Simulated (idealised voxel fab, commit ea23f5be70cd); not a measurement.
process module | voxel transistor to metal
In the cross-section labelled cut, the width is 215 nm and each square cell is 5 nm.
In what follows, cross-sections appear as grids of square cells, described through bands that run from the top down, where every band is one or more rows of cells.
It is stipulated that each band's entry specify, in nanometres, the height of the top of the band and then that of its bottom, followed by the materials of the band in left-to-right sequence, each together with its width in nanometres. A single material marked by the word "edge to edge" is understood to fill the band from edge to edge; the word "blank" is understood to denote empty space.
Heights from 0 (as-received wafer is one material below). Bottom band endless downward, as "0..down".
It should be noted that a width expressed as "30 to 40" varies in equal increments from row to row of cells within the band, taking the value of the first number at the top row and that of the second number at the bottom row.
No cell of the cross-section changed in a step that is given as "stayed the same".
Look at "Closed void table" for the closed voids: empty spaces with no open path to the top, sized 8 cells or up. Each is width x height at distance, distance from the left edge, all nm.
Read whatever lies past the settings on a step's line as the simulator's own remark about the step.
The "overlay nm" setting may appear on a step's line; for a step that uses a mask, it gives how far to the right of its planned position the mask lay, and a negative value indicates the left.

### Process steps - plan
step 1: op RECEIVE | material Si
step 2: op OXIDIZE | depth nm 5
step 3: op CONFORMAL_DEP | material SiN | thk nm 10
step 4: op DIRECTIONAL_DEP | material aC | thk nm 15
step 5: op PATTERN | tone cover | mask id ACTIVE | material resist | width nm 115 | thk nm 30 | overlay nm 0
step 6: op DIRECTIONAL_ETCH | etch materials aC | depth nm 15
step 7: op STRIP | etch materials resist
step 8: op DIRECTIONAL_ETCH | etch materials SiN | depth nm 10
step 9: op DIRECTIONAL_ETCH | etch materials SiO2 | depth nm 5
step 10: op DIRECTIONAL_ETCH | etch materials Si | depth nm 25
step 11: op STRIP | etch materials aC
step 12: op FILL_DEP | material SiO2 | thk nm 10
step 13: op CMP | height nm 10
step 14: op SELECTIVE_ETCH | etch materials SiO2 | depth nm 10
step 15: op STRIP | etch materials SiN
step 16: op SELECTIVE_ETCH | etch materials SiO2 | depth nm 5
step 17: op OXIDIZE | depth nm 5
step 18: op DIRECTIONAL_DEP | material polySi | thk nm 25
step 19: op DIRECTIONAL_DEP | material SiCN | thk nm 15
step 20: op PATTERN | tone cover | mask id GATE | material resist | width nm 35 | thk nm 15 | overlay nm -15
step 21: op DIRECTIONAL_ETCH | etch materials SiCN | depth nm 25
step 22: op DIRECTIONAL_ETCH | etch materials polySi | depth nm 35
step 23: op STRIP | etch materials resist
step 24: op CONFORMAL_DEP | material SiO2 | thk nm 5
step 25: op DIRECTIONAL_ETCH | etch materials SiO2 | depth nm 5
step 26: op CONFORMAL_DEP | material SiN | thk nm 5
step 27: op DIRECTIONAL_ETCH | etch materials SiN | depth nm 5
step 28: op DIRECTIONAL_ETCH | etch materials SiO2 | depth nm 5
step 29: op EPI | material pSi | thk nm 5
step 30: op FILL_DEP | material SiO2 | thk nm 10
step 31: op CMP | height nm 20
step 32: op STRIP | etch materials polySi
step 33: op SELECTIVE_ETCH | etch materials SiO2 | depth nm 5
step 34: op CONFORMAL_DEP | material HfO2 | thk nm 5
step 35: op CONFORMAL_DEP | material TiN | thk nm 5
step 36: op FILL_DEP | material W | thk nm 10
step 37: op CMP | height nm 15
step 38: op DIRECTIONAL_DEP | material SiO2 | thk nm 15
step 39: op MASKED_ETCH | tone open | mask id CONTACT | width nm 15 | pitch nm 80 | etch materials SiO2 | depth nm 35 | overlay nm 0
step 40: op CONFORMAL_DEP | material TiN | thk nm 5
step 41: op FILL_DEP | material W | thk nm 5
step 42: op CMP | height nm 30
step 43: op CONFORMAL_DEP | material SiCN | thk nm 5
step 44: op DIRECTIONAL_DEP | material SiO2 | thk nm 20
step 45: op PATTERN | tone open | mask id METAL_1 | material resist | width nm 15 | pitch nm 80 | thk nm 15 | overlay nm 0
step 46: op DIRECTIONAL_ETCH | etch materials SiO2 | depth nm 20
step 47: op DIRECTIONAL_ETCH | etch materials SiCN | depth nm 5
step 48: op STRIP | etch materials resist
step 49: op CONFORMAL_DEP | material TiN | thk nm 5
step 50: op FILL_DEP | material Cu | thk nm 10
step 51: op CMP | height nm 55
step 52: op EPI | material Ru | thk nm 5
step 53: op FILL_DEP | material SiCN | thk nm 5
Be aware that, although all wafers share a common starting state, the overlay nm at step 20 differs among them, and the plan displays the first wafer's value.

### The first of several wafers, as received after step 1, seen in section
- 0..down  Si edge to edge
- Closed void table: none

### The first of several wafers, seen in cross-section after the module's last step, step 53
- 65..60  SiCN edge to edge
- 60..55  SiCN: 55  Ru: 25  SiCN: 55  Ru: 25  SiCN: 55
- 55..35  SiO2: 60  TiN: 5  Cu: 5  TiN: 5  SiO2: 65  TiN: 5  Cu: 5  TiN: 5  SiO2: 60
- 35..30  SiCN: 60  TiN: 15  SiCN: 65  TiN: 15  SiCN: 60
- 30..20  SiO2: 60  TiN: 5  W: 5  TiN: 5  SiO2: 65  TiN: 5  W: 5  TiN: 5  SiO2: 60
- 20..15  SiO2: 60  TiN: 15  SiO2: 65  TiN: 5  W: 5  TiN: 5  SiO2: 60
- 15..0  SiO2: 60  TiN: 5  SiN: 5  HfO2: 5  TiN: 5  W: 25  TiN: 5  HfO2: 5  SiN: 5  SiO2: 20  TiN: 5  W: 5  TiN: 5  SiO2: 60
- 0..-5  SiO2: 60  TiN: 5  SiN: 5  HfO2: 5  TiN: 35  HfO2: 5  SiN: 5  SiO2: 20  TiN: 15  SiO2: 60
- -5..-10  SiO2: 45  pSi: 20  SiO2: 5  HfO2: 45  SiO2: 5  pSi: 50  SiO2: 45
- -10..-30  SiO2: 50  Si: 115  SiO2: 50
- -30..down  Si edge to edge
- Closed void table: none

### Cross-section of the last wafer at end of module
- 65..60  SiCN edge to edge
- 60..55  SiCN: 55  Ru: 25  SiCN: 55  Ru: 25  SiCN: 55
- 55..35  SiO2: 60  TiN: 5  Cu: 5  TiN: 5  SiO2: 65  TiN: 5  Cu: 5  TiN: 5  SiO2: 60
- 35..30  SiCN: 60  TiN: 15  SiCN: 65  TiN: 15  SiCN: 60
- 30..20  SiO2: 60  TiN: 5  W: 5  TiN: 5  SiO2: 65  TiN: 5  W: 5  TiN: 5  SiO2: 60
- 20..15  SiO2: 60  TiN: 5  W: 5  TiN: 5  SiO2: 65  TiN: 15  SiO2: 60
- 15..0  SiO2: 60  TiN: 5  W: 5  TiN: 5  SiO2: 20  SiN: 5  HfO2: 5  TiN: 5  W: 25  TiN: 5  HfO2: 5  SiN: 5  TiN: 5  SiO2: 60
- 0..-5  SiO2: 60  TiN: 15  SiO2: 20  SiN: 5  HfO2: 5  TiN: 35  HfO2: 5  SiN: 5  TiN: 5  SiO2: 60
- -5..-10  SiO2: 45  pSi: 50  SiO2: 5  HfO2: 45  SiO2: 5  pSi: 20  SiO2: 45
- -10..-30  SiO2: 50  Si: 115  SiO2: 50
- -30..down  Si edge to edge
- Closed void table: none

### Row per wafer, end-of-module: cell gain (+)/loss (-) by material since the wafer came in, then closed voids
overlay nm -15; +8 Cu; +17 HfO2; +10 Ru; -166 Si; +113 SiCN; +8 SiN; +471 SiO2; +61 TiN; +23 W; +14 pSi; Closed void table: none
overlay nm -10; +8 Cu; +17 HfO2; +10 Ru; -166 Si; +113 SiCN; +8 SiN; +467 SiO2; +65 TiN; +23 W; +14 pSi; Closed void table: none
overlay nm -5; +8 Cu; +17 HfO2; +10 Ru; -166 Si; +113 SiCN; +8 SiN; +463 SiO2; +65 TiN; +27 W; +14 pSi; Closed void table: none
overlay nm 0; +8 Cu; +17 HfO2; +10 Ru; -166 Si; +113 SiCN; +8 SiN; +463 SiO2; +65 TiN; +27 W; +14 pSi; Closed void table: none
overlay nm 5; +8 Cu; +17 HfO2; +10 Ru; -166 Si; +113 SiCN; +8 SiN; +463 SiO2; +65 TiN; +27 W; +14 pSi; Closed void table: none
overlay nm 10; +8 Cu; +17 HfO2; +10 Ru; -166 Si; +113 SiCN; +8 SiN; +467 SiO2; +65 TiN; +23 W; +14 pSi; Closed void table: none
overlay nm 15; +8 Cu; +17 HfO2; +10 Ru; -166 Si; +113 SiCN; +8 SiN; +471 SiO2; +61 TiN; +23 W; +14 pSi; Closed void table: none
